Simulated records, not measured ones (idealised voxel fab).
The process module presented herein is designated voxel ribs on slabs.
Square cell edge 5 nm, section width 250 nm, ID cut.
Square cells in a grid make up a cross-section in this document, and the grid is given as bands, listed from the top down, each one or more rows of cells. Each band's line starts with the height of the band's top and of its bottom, in nm. Then come its materials from left to right, each with its width in nm. One material with "all across" fills the band from edge to edge. "blank" is empty space. Note: height 0 marks the level under which the wafer is uniformly one material as received. Lowest band unbounded below, written "0 nm and below". The expression "30..40" gives the width at the extremes of the band, the first number at its top row of cells and the second at its bottom row, with the width changing by equal amounts from each row to the next in between. What does "nothing different" mean for a step? It means no cell of the cross-section changed in that step. "Closed void register": empty spaces of 8 cells or more with no open way to the top, each given as width x height at distance, distance from the left edge, all in nm. Read whatever lies past the settings on a step's line as the simulator's own remark about the step. On any step carrying a mask, the "overlay nm" setting, if present on the step's line, tells how far right of its planned place the mask lay; negative values point to the left.

**The following list gives the planned process steps**
1 RECEIVE | material Si
2 DIRECTIONAL_DEP | material SiO2 | thk nm 30
3 DIRECTIONAL_DEP | material SiN | thk nm 15
4 PATTERN | tone cover | mask id RIB | material resist | width nm 25 | thk nm 15 | overlay nm 0
5 DIRECTIONAL_ETCH | etch materials SiN | depth nm 5
6 STRIP | etch materials resist
7 MASKED_ETCH | tone cover | mask id SLAB | width nm 55 | etch materials SiN | depth nm 10 | overlay nm 0
8 FILL_DEP | material SiO2 | thk nm 20
9 CMP | height nm 60
10 DIRECTIONAL_DEP | material W | thk nm 5
11 MASKED_ETCH | tone cover | mask id HEATER | width nm 35 | etch materials W | depth nm 5 | overlay nm 0
12 CONFORMAL_DEP | material SiN | thk nm 10

**Account of the first of two wafers, which was processed as intended**

**So this is the incoming wafer in cross-section - it's already been through step 1**
	0 nm and below | Si all across
	Closed void register: none

**The wafer, seen in cross-section, after step 2**
	30 nm to 0 nm | SiO2 all across
	Rest of section, below 0: as before.

**The wafer, seen in cross-section, after step 3**
	45 nm to 30 nm | SiN all across
	Rest of section, below 30: as before.

**The wafer, seen in cross-section, after step 4**
	60 nm to 45 nm | blank: 110 | resist: 25 | blank: 115
	Rest of section, below 45: as before.

**The wafer, seen in cross-section, after step 5**
	60 nm to 45 nm | blank: 110 | resist: 25 | blank: 115
	45 nm to 40 nm | blank: 110 | SiN: 25 | blank: 115
	Rest of section, below 40: as before.

**The wafer, seen in cross-section, after step 6**
	45 nm to 40 nm | blank: 110 | SiN: 25 | blank: 115
	Rest of section, below 40: as before.

**The wafer, seen in cross-section, after step 7**
	45 nm to 40 nm | blank: 110 | SiN: 25 | blank: 115
	40 nm to 30 nm | blank: 95 | SiN: 55 | blank: 100
	Rest of section, below 30: as before.

**The wafer, seen in cross-section, after step 8**
	65 nm to 45 nm | SiO2 all across
	45 nm to 40 nm | SiO2: 110 | SiN: 25 | SiO2: 115
	40 nm to 30 nm | SiO2: 95 | SiN: 55 | SiO2: 100
	Rest of section, below 30: as before.

**The wafer, seen in cross-section, after step 9**
	60 nm to 45 nm | SiO2 all across
	Rest of section, below 45: as before.

**The wafer, seen in cross-section, after step 10**
	65 nm to 60 nm | W all across
	Rest of section, below 60: as before.

**The wafer, seen in cross-section, after step 11**
	65 nm to 60 nm | blank: 105 | W: 35 | blank: 110
	Rest of section, below 60: as before.

**The wafer, seen in cross-section, after step 12**
	75 nm to 70 nm | blank: 95 | SiN: 55 | blank: 100
	70 nm to 65 nm | SiN all across
	65 nm to 60 nm | SiN: 105 | W: 35 | SiN: 110
	Rest of section, below 60: as before.

**Second Wafer (Identical Start and Plan, One Processing Error; Matches First Wafer Through Step 11)**

The second wafer in cross-section, at the planned close of step 12: nothing different
Nonconformance to the process plan: heads up, step 12 of the plan was skipped and never actually ran
Final wafer comparison in cells, second versus first, more or fewer per material: 104 fewer of SiN
